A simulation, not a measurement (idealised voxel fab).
process module | voxel gate over fins
cross-section cut | 215 nm wide | cells 5 nm
A cross-section is a grid of square cells, given in bands from the top down. A band is one or more rows of cells.
Each band's line starts with the height of the band's top and of its bottom, in nm. Then come its materials from left to right, each with its width in nm. One material with "throughout" fills the band from edge to edge. "air" is empty space.
Height 0 is the level under which the wafer as received is all one material. The lowest band goes on downwards, as in "0 down".
A width such as "30 to 40" changes by the same amount from each row of cells to the next, from the band's top row to its bottom row.
"no change" after a step means that no cell of the cross-section changed.
closed voids: empty space of 8 cells or more with no open way to the top, each as width x height at its distance from the left edge, in nm
after a step's settings: what the simulator itself notes on the step
overlay nm, on a step with a mask: how far to the right of its planned place the mask lay; to the left if negative
plan
1 op RECEIVE | material Si
2 op CONFORMAL_DEP | material SiN | thk nm 5
3 op MASKED_ETCH | tone cover | mask id FINS | width nm 15 | pitch nm 60 | etch materials SiN | depth nm 5 | overlay nm 0
4 op MASKED_ETCH | tone cover | mask id FINS | width nm 15 | pitch nm 60 | etch materials Si | depth nm 30 | overlay nm 0
5 op FILL_DEP | material SiO2 | thk nm 5
6 op CMP | height nm 5
7 op MASKED_ETCH | tone open | mask id RAIL | width nm 15 | etch materials SiO2 | depth nm 30 | overlay nm 0
8 op CONFORMAL_DEP | material TiN | thk nm 5
9 op FILL_DEP | material W | thk nm 5
10 op CMP | height nm 5
11 op SELECTIVE_ETCH | etch materials W Ru TiN | depth nm 25
12 op FILL_DEP | material SiO2 | thk nm 5
13 op CMP | height nm 5
14 op SELECTIVE_ETCH | etch materials SiO2 | depth nm 15
15 op STRIP | etch materials SiN
16 op CONFORMAL_DEP | material HfO2 | thk nm 5
17 op CONFORMAL_DEP | material TiN | thk nm 5
18 op CONFORMAL_DEP | material TiAl | thk nm 5
19 op CONFORMAL_DEP | material TiN | thk nm 5
20 op FILL_DEP | material W | thk nm 10
21 op CMP | height nm 25
22 op CONFORMAL_DEP | material SiN | thk nm 5
as received, after step 1
  0 down: Si throughout
  closed voids: none
a wafer at the end: this start, this plan, one mistake
  30 to 25: SiN throughout
  25 to 20: W throughout
  20 to 15: W 50 | TiN 55 | W 5 | TiN 55 | W 50
  15 to 10: W 50 | TiN 5 | TiAl 45 | TiN 5 | W 5 | TiN 5 | TiAl 45 | TiN 5 | W 50
  10 to 5: TiN 55 | TiAl 5 | TiN 35 | TiAl 5 | TiN 15 | TiAl 5 | TiN 35 | TiAl 5 | TiN 55
  5 to 0: TiAl 60 | TiN 5 | HfO2 25 | TiN 5 | TiAl 25 | TiN 5 | HfO2 25 | TiN 5 | TiAl 60
  0 to -5: TiN 65 | HfO2 5 | Si 15 | HfO2 5 | TiN 35 | HfO2 5 | Si 15 | HfO2 5 | TiN 65
  -5 to -10: HfO2 70 | Si 15 | HfO2 45 | Si 15 | HfO2 70
  -10 to -20: SiO2 70 | Si 15 | SiO2 45 | Si 15 | SiO2 70
  -20 to -25: SiO2 70 | Si 15 | SiO2 10 | TiN 25 | SiO2 10 | Si 15 | SiO2 70
  -25 to -30: SiO2 70 | Si 15 | SiO2 45 | Si 15 | SiO2 70
  -30 down: Si throughout
  closed voids: none
what went wrong: step 7 ran as: op MASKED_ETCH | tone open | mask id RAIL | width nm 25 | etch materials SiO2 | depth nm 30 | overlay nm 0
